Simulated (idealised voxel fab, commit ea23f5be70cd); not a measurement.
Process module in this document: voxel capacitor over wiring
In the cross-section labelled cut, the width is 295 nm and each square cell is 5 nm.
Throughout this document, each cross-section is represented as a grid of square cells and is presented as a sequence of bands enumerated from the top downward, where a band comprises one or more rows of cells. Look at the band entry: it leads with the top's height and the bottom's height in nm. Then it lists the materials left to right, with a width in nm for each. The word "throughout" on a single material says that material fills the band edge to edge. The word "empty" is empty space. Heads up on the height convention: 0 is the point under which the incoming wafer is all one material, and the lowest band has no bottom, it just keeps going down, like "0..down". Read "30->40" as a graded width: first number on top, second number at the bottom, same change between each pair of neighbouring rows. "no change occurred", as given for a step, is the statement that not any cell of the cross-section underwent a change during that step. Each empty space that has no open way to the top and spans at least 8 cells appears under "Sealed-off cavities" as width x height at distance, the distance counted from the left edge, all in nm. If you see something after the settings on a step's line, that's the simulator's own remark about that step. "overlay nm" denotes, for a step that has a mask, the displacement of the mask to the right of its planned place, with negative values corresponding to the left.

List of planned process steps:
1: RECEIVE with material Si
2: CONFORMAL_DEP with material SiO2, thk nm 15
3: CONFORMAL_DEP with material SiCN, thk nm 5
4: DIRECTIONAL_DEP with material SiO2, thk nm 20
5: MASKED_ETCH with tone open, mask id METAL_1, width nm 20, pitch nm 85, etch materials SiO2, depth nm 20, overlay nm 0
6: MASKED_ETCH with tone open, mask id METAL_1, width nm 20, pitch nm 85, etch materials SiCN, depth nm 5, overlay nm 0
7: CONFORMAL_DEP with material TiN, thk nm 5
8: FILL_DEP with material Cu, thk nm 10
9: CMP with height nm 40
10: CONFORMAL_DEP with material SiCN, thk nm 5
11: DIRECTIONAL_DEP with material SiO2, thk nm 10
12: DIRECTIONAL_DEP with material aC, thk nm 15
13: PATTERN with tone open, mask id PLUG_1, material resist, width nm 15, thk nm 35, overlay nm 0
14: DIRECTIONAL_ETCH with etch materials aC, depth nm 15
15: STRIP with etch materials resist
16: DIRECTIONAL_ETCH with etch materials SiO2, depth nm 10
17: DIRECTIONAL_ETCH with etch materials SiCN, depth nm 5
18: STRIP with etch materials aC
19: EPI with material Ru, thk nm 10
20: EPI with material Ru, thk nm 5
21: DIRECTIONAL_DEP with material TiN, thk nm 10
22: DIRECTIONAL_DEP with material SiN, thk nm 5
23: DIRECTIONAL_DEP with material TiN, thk nm 5
24: DIRECTIONAL_DEP with material aC, thk nm 15
25: PATTERN with tone cover, mask id UPPER_PLATE, material resist, width nm 70, thk nm 30, overlay nm 0
26: DIRECTIONAL_ETCH with etch materials aC, depth nm 15
27: STRIP with etch materials resist
28: DIRECTIONAL_ETCH with etch materials TiN, depth nm 5
29: DIRECTIONAL_ETCH with etch materials SiN, depth nm 5
30: STRIP with etch materials aC
31: DIRECTIONAL_DEP with material aC, thk nm 15
32: PATTERN with tone cover, mask id LOWER_PLATE, material resist, width nm 80, thk nm 30, overlay nm 0
33: DIRECTIONAL_ETCH with etch materials aC, depth nm 15
34: STRIP with etch materials resist
35: DIRECTIONAL_ETCH with etch materials TiN, depth nm 10
36: STRIP with etch materials aC
37: FILL_DEP with material SiO2, thk nm 15
38: CMP with height nm 85
39: DIRECTIONAL_DEP with material aC, thk nm 10
40: PATTERN with tone open, mask id PLUG_2, material resist, width nm 15, thk nm 25, overlay nm 0
41: DIRECTIONAL_ETCH with etch materials aC, depth nm 10
42: STRIP with etch materials resist
43: DIRECTIONAL_ETCH with etch materials SiO2, depth nm 10
44: STRIP with etch materials aC
45: CONFORMAL_DEP with material TiN, thk nm 5
46: FILL_DEP with material Cu, thk nm 5
47: CMP with height nm 85
48: CONFORMAL_DEP with material SiN, thk nm 5

So this is the incoming wafer in cross-section - it's already been through step 1:
	0..down  Si throughout
	Sealed-off cavities: none

Post-module cross-section of the first of two wafers (run per plan):
	90..85  SiN throughout
	85..80  SiO2 110 nm; TiN 5 nm; Cu 5 nm; TiN 5 nm; SiO2 170 nm
	80..70  SiO2 110->100 nm; TiN 15->70 nm; SiO2 170->125 nm
	70..65  SiO2 100 nm; SiN 70 nm; SiO2 125 nm
	65..55  SiO2 95 nm; TiN 80 nm; SiO2 120 nm
	55..45  SiO2 100 nm; Ru 15 nm; SiO2 180 nm
	45..40  SiCN 100 nm; Ru 15 nm; SiCN 180 nm
	40..20  SiO2 95 nm; TiN 5 nm; Cu 10 nm; TiN 5 nm; SiO2 65 nm; TiN 5 nm; Cu 10 nm; TiN 5 nm; SiO2 95 nm
	20..15  SiCN 95 nm; TiN 20 nm; SiCN 65 nm; TiN 20 nm; SiCN 95 nm
	15..0  SiO2 throughout
	0..down  Si throughout
	Sealed-off cavities: none

Cross-sectional image of the second wafer of the two following completion of the module. Starting state and process plan were the same as for the first wafer; one execution error occurred:
	90..85  SiN throughout
	85..80  SiO2 110 nm; TiN 5 nm; Cu 5 nm; TiN 5 nm; SiO2 170 nm
	80..70  SiO2 110->100 nm; TiN 15->70 nm; SiO2 170->125 nm
	70..65  SiO2 100 nm; SiN 70 nm; SiO2 125 nm
	65..55  SiO2 95 nm; TiN 80 nm; SiO2 120 nm
	55..45  SiO2 100 nm; Ru 15 nm; SiO2 180 nm
	45..40  SiCN 100 nm; Ru 15 nm; SiCN 180 nm
	40..35  TiN 100 nm; Cu 10 nm; TiN 75 nm; Cu 10 nm; TiN 100 nm
	35..20  SiO2 95 nm; TiN 5 nm; Cu 10 nm; TiN 5 nm; SiO2 65 nm; TiN 5 nm; Cu 10 nm; TiN 5 nm; SiO2 95 nm
	20..15  SiO2 95 nm; TiN 20 nm; SiO2 65 nm; TiN 20 nm; SiO2 95 nm
	15..0  SiO2 throughout
	0..down  Si throughout
	Sealed-off cavities: none
Misprocessing identified: it should be noted that step 3 of the plan was omitted and was not performed
Heads up, by the end the second wafer has more or fewer cells of some materials compared to the first: 51 fewer of SiCN, 51 more of TiN
